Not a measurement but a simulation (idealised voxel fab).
The name of this process module is voxel air gaps.
The width of the displayed cross-section, cut, is 205 nm; its cells are square, with a size of 5 nm.
If you're reading a cross-section in this doc, picture square cells in a grid; it comes to you as bands, top ones listed first down to the bottom, and a band can be one or more rows of cells. Basically the band line says how high the top is and how high the bottom is, in nm, and then what's in it from left to right, every material with its width in nm. Empty space shows up as "air", and if a single material carries "full width" it runs the full band edge to edge. All heights in this document are referenced to 0, defined as the level beneath which the wafer, as received, consists entirely of one material. The lowest band is not bounded below; it extends indefinitely downward and is written in the form "0 and below". Quick explanation for "30 to 40": the width changes in equal steps down the rows of cells, from the first number in the band's top row to the second number in its bottom row. Basically "nothing was modified" means that step didn't change any cell in the cross-section. Closed-off voids of 8+ cells (no open route to the top) go in "Sealed-off cavities", written width x height at distance from the left edge, in nm. Post-settings text on a step line: simulator's own remark regarding the step. overlay nm: mask right of planned place by this much (step with mask). Neg. = left.
**Process steps foreseen in the plan**
1: op RECEIVE | material Si
2: op CONFORMAL_DEP | material SiO2 | thk nm 10
3: op CONFORMAL_DEP | material SiCN | thk nm 5
4: op DIRECTIONAL_DEP | material SiO2 | thk nm 30
5: op PATTERN | tone open | mask id LINES | material resist | width nm 20 | pitch nm 45 | thk nm 20 | overlay nm 0
6: op DIRECTIONAL_ETCH | etch materials SiO2 | depth nm 30
7: op STRIP | etch materials resist
8: op CONFORMAL_DEP | material TiN | thk nm 5
9: op FILL_DEP | material Cu | thk nm 10
10: op CMP | height nm 45
11: op EPI | material Ru | thk nm 10
12: op SELECTIVE_ETCH | etch materials SiO2 | depth nm 40
13: op CONFORMAL_DEP | material SiCN | thk nm 5
**First wafer, two in total, run as planned**
**Wafer at receipt (post step 1), cross-section**
- 0 and below  Si full width
- Sealed-off cavities: none
**Wafer after step 2 (cross-section)**
- 10 down to 0  SiO2 full width
- Unchanged below 0.
**Wafer after step 3 (cross-section)**
- 15 down to 10  SiCN full width
- Unchanged below 10.
**Wafer after step 4 (cross-section)**
- 45 down to 15  SiO2 full width
- Unchanged below 15.
**Wafer after step 5 (cross-section)**
- 65 down to 45  45 of resist, 20 of air, 25 of resist, 20 of air, 25 of resist, 20 of air, 50 of resist
- Unchanged below 45.
**Wafer after step 6 (cross-section)**
- 65 down to 45  45 of resist, 20 of air, 25 of resist, 20 of air, 25 of resist, 20 of air, 50 of resist
- 45 down to 15  45 of SiO2, 20 of air, 25 of SiO2, 20 of air, 25 of SiO2, 20 of air, 50 of SiO2
- Unchanged below 15.
**Wafer after step 7 (cross-section)**
- 45 down to 15  45 of SiO2, 20 of air, 25 of SiO2, 20 of air, 25 of SiO2, 20 of air, 50 of SiO2
- Unchanged below 15.
**Wafer after step 8 (cross-section)**
- 50 down to 45  50 of TiN, 10 of air, 35 of TiN, 10 of air, 35 of TiN, 10 of air, 55 of TiN
- 45 down to 20  45 of SiO2, 5 of TiN, 10 of air, 5 of TiN, 25 of SiO2, 5 of TiN, 10 of air, 5 of TiN, 25 of SiO2, 5 of TiN, 10 of air, 5 of TiN, 50 of SiO2
- 20 down to 15  45 of SiO2, 20 of TiN, 25 of SiO2, 20 of TiN, 25 of SiO2, 20 of TiN, 50 of SiO2
- Unchanged below 15.
**Wafer after step 9 (cross-section)**
- 60 down to 50  Cu full width
- 50 down to 45  50 of TiN, 10 of Cu, 35 of TiN, 10 of Cu, 35 of TiN, 10 of Cu, 55 of TiN
- 45 down to 20  45 of SiO2, 5 of TiN, 10 of Cu, 5 of TiN, 25 of SiO2, 5 of TiN, 10 of Cu, 5 of TiN, 25 of SiO2, 5 of TiN, 10 of Cu, 5 of TiN, 50 of SiO2
- Unchanged below 20.
**Wafer after step 10 (cross-section)**
- 45 down to 20  45 of SiO2, 5 of TiN, 10 of Cu, 5 of TiN, 25 of SiO2, 5 of TiN, 10 of Cu, 5 of TiN, 25 of SiO2, 5 of TiN, 10 of Cu, 5 of TiN, 50 of SiO2
- Unchanged below 20.
**Wafer after step 11 (cross-section)**
- 55 down to 45  35 of air, 40 of Ru, 5 of air, 40 of Ru, 5 of air, 40 of Ru, 40 of air
- Unchanged below 45.
**Wafer after step 12 (cross-section)**
- 55 down to 45  35 of air, 40 of Ru, 5 of air, 40 of Ru, 5 of air, 40 of Ru, 40 of air
- 45 down to 20  45 of air, 5 of TiN, 10 of Cu, 5 of TiN, 25 of air, 5 of TiN, 10 of Cu, 5 of TiN, 25 of air, 5 of TiN, 10 of Cu, 5 of TiN, 50 of air
- 20 down to 15  45 of air, 20 of TiN, 25 of air, 20 of TiN, 25 of air, 20 of TiN, 50 of air
- Unchanged below 15.
**Wafer after step 13 (cross-section)**
- 60 down to 55  30 of air, 140 of SiCN, 35 of air
- 55 down to 45  30 of air, 5 of SiCN, 40 of Ru, 5 of SiCN, 40 of Ru, 5 of SiCN, 40 of Ru, 5 of SiCN, 35 of air
- 45 down to 40  30 of air, 15 of SiCN, 5 of TiN, 10 of Cu, 5 of TiN, 25 of SiCN, 5 of TiN, 10 of Cu, 5 of TiN, 25 of SiCN, 5 of TiN, 10 of Cu, 5 of TiN, 15 of SiCN, 35 of air
- 40 down to 20  40 of air, 5 of SiCN, 5 of TiN, 10 of Cu, 5 of TiN, 5 of SiCN, 15 of air, 5 of SiCN, 5 of TiN, 10 of Cu, 5 of TiN, 5 of SiCN, 15 of air, 5 of SiCN, 5 of TiN, 10 of Cu, 5 of TiN, 5 of SiCN, 45 of air
- 20 down to 15  45 of SiCN, 20 of TiN, 25 of SiCN, 20 of TiN, 25 of SiCN, 20 of TiN, 50 of SiCN
- Unchanged below 15.
- Sealed-off cavities: 15 x 20 at 70; 15 x 20 at 115
**Okay, second wafer. Nothing different at the start, nothing different in the plan, just one mistake somewhere in the running. As far as step 4, counting that step, it's the first wafer all over again**
**Second wafer: cross-section at the scheduled end of step 5**
- 65 down to 45  45 of resist, 25 of air, 20 of resist, 25 of air, 20 of resist, 25 of air, 45 of resist
- Unchanged below 45.
**Second wafer: cross-section at the scheduled end of step 6**
- 65 down to 45  45 of resist, 25 of air, 20 of resist, 25 of air, 20 of resist, 25 of air, 45 of resist
- 45 down to 15  45 of SiO2, 25 of air, 20 of SiO2, 25 of air, 20 of SiO2, 25 of air, 45 of SiO2
- Unchanged below 15.
**Second wafer: cross-section at the scheduled end of step 7**
- 45 down to 15  45 of SiO2, 25 of air, 20 of SiO2, 25 of air, 20 of SiO2, 25 of air, 45 of SiO2
- Unchanged below 15.
**Second wafer: cross-section at the scheduled end of step 8**
- 50 down to 45  50 of TiN, 15 of air, 30 of TiN, 15 of air, 30 of TiN, 15 of air, 50 of TiN
- 45 down to 20  45 of SiO2, 5 of TiN, 15 of air, 5 of TiN, 20 of SiO2, 5 of TiN, 15 of air, 5 of TiN, 20 of SiO2, 5 of TiN, 15 of air, 5 of TiN, 45 of SiO2
- 20 down to 15  45 of SiO2, 25 of TiN, 20 of SiO2, 25 of TiN, 20 of SiO2, 25 of TiN, 45 of SiO2
- Unchanged below 15.
**Second wafer: cross-section at the scheduled end of step 9**
- 60 down to 50  Cu full width
- 50 down to 45  50 of TiN, 15 of Cu, 30 of TiN, 15 of Cu, 30 of TiN, 15 of Cu, 50 of TiN
- 45 down to 20  45 of SiO2, 5 of TiN, 15 of Cu, 5 of TiN, 20 of SiO2, 5 of TiN, 15 of Cu, 5 of TiN, 20 of SiO2, 5 of TiN, 15 of Cu, 5 of TiN, 45 of SiO2
- Unchanged below 20.
**Second wafer: cross-section at the scheduled end of step 10**
- 45 down to 20  45 of SiO2, 5 of TiN, 15 of Cu, 5 of TiN, 20 of SiO2, 5 of TiN, 15 of Cu, 5 of TiN, 20 of SiO2, 5 of TiN, 15 of Cu, 5 of TiN, 45 of SiO2
- Unchanged below 20.
**Second wafer: cross-section at the scheduled end of step 11**
- 55 down to 45  35 of air, 135 of Ru, 35 of air
- Unchanged below 45.
**Second wafer: cross-section at the scheduled end of step 12**
- 55 down to 45  35 of air, 135 of Ru, 35 of air
- 45 down to 20  45 of air, 5 of TiN, 15 of Cu, 5 of TiN, 20 of SiO2, 5 of TiN, 15 of Cu, 5 of TiN, 20 of SiO2, 5 of TiN, 15 of Cu, 5 of TiN, 45 of air
- 20 down to 15  45 of air, 25 of TiN, 20 of SiO2, 25 of TiN, 20 of SiO2, 25 of TiN, 45 of air
- Unchanged below 15.
**Second wafer: cross-section at the scheduled end of step 13**
- 60 down to 55  30 of air, 145 of SiCN, 30 of air
- 55 down to 45  30 of air, 5 of SiCN, 135 of Ru, 5 of SiCN, 30 of air
- 45 down to 40  30 of air, 15 of SiCN, 5 of TiN, 15 of Cu, 5 of TiN, 20 of SiO2, 5 of TiN, 15 of Cu, 5 of TiN, 20 of SiO2, 5 of TiN, 15 of Cu, 5 of TiN, 15 of SiCN, 30 of air
- 40 down to 20  40 of air, 5 of SiCN, 5 of TiN, 15 of Cu, 5 of TiN, 20 of SiO2, 5 of TiN, 15 of Cu, 5 of TiN, 20 of SiO2, 5 of TiN, 15 of Cu, 5 of TiN, 5 of SiCN, 40 of air
- 20 down to 15  45 of SiCN, 25 of TiN, 20 of SiO2, 25 of TiN, 20 of SiO2, 25 of TiN, 45 of SiCN
- Unchanged below 15.
Against the plan, the run slipped here: step 5 deviated from plan and actually ran as op PATTERN | tone open | mask id LINES | material resist | width nm 25 | pitch nm 45 | thk nm 20 | overlay nm 0
Count the cells at the end and the second wafer has more or fewer of some materials than the first: +15 Cu | +6 Ru | -40 SiCN | +48 SiO2 | +3 TiN
Final count of closed voids per wafer: 2 in the first, 0 in the second.
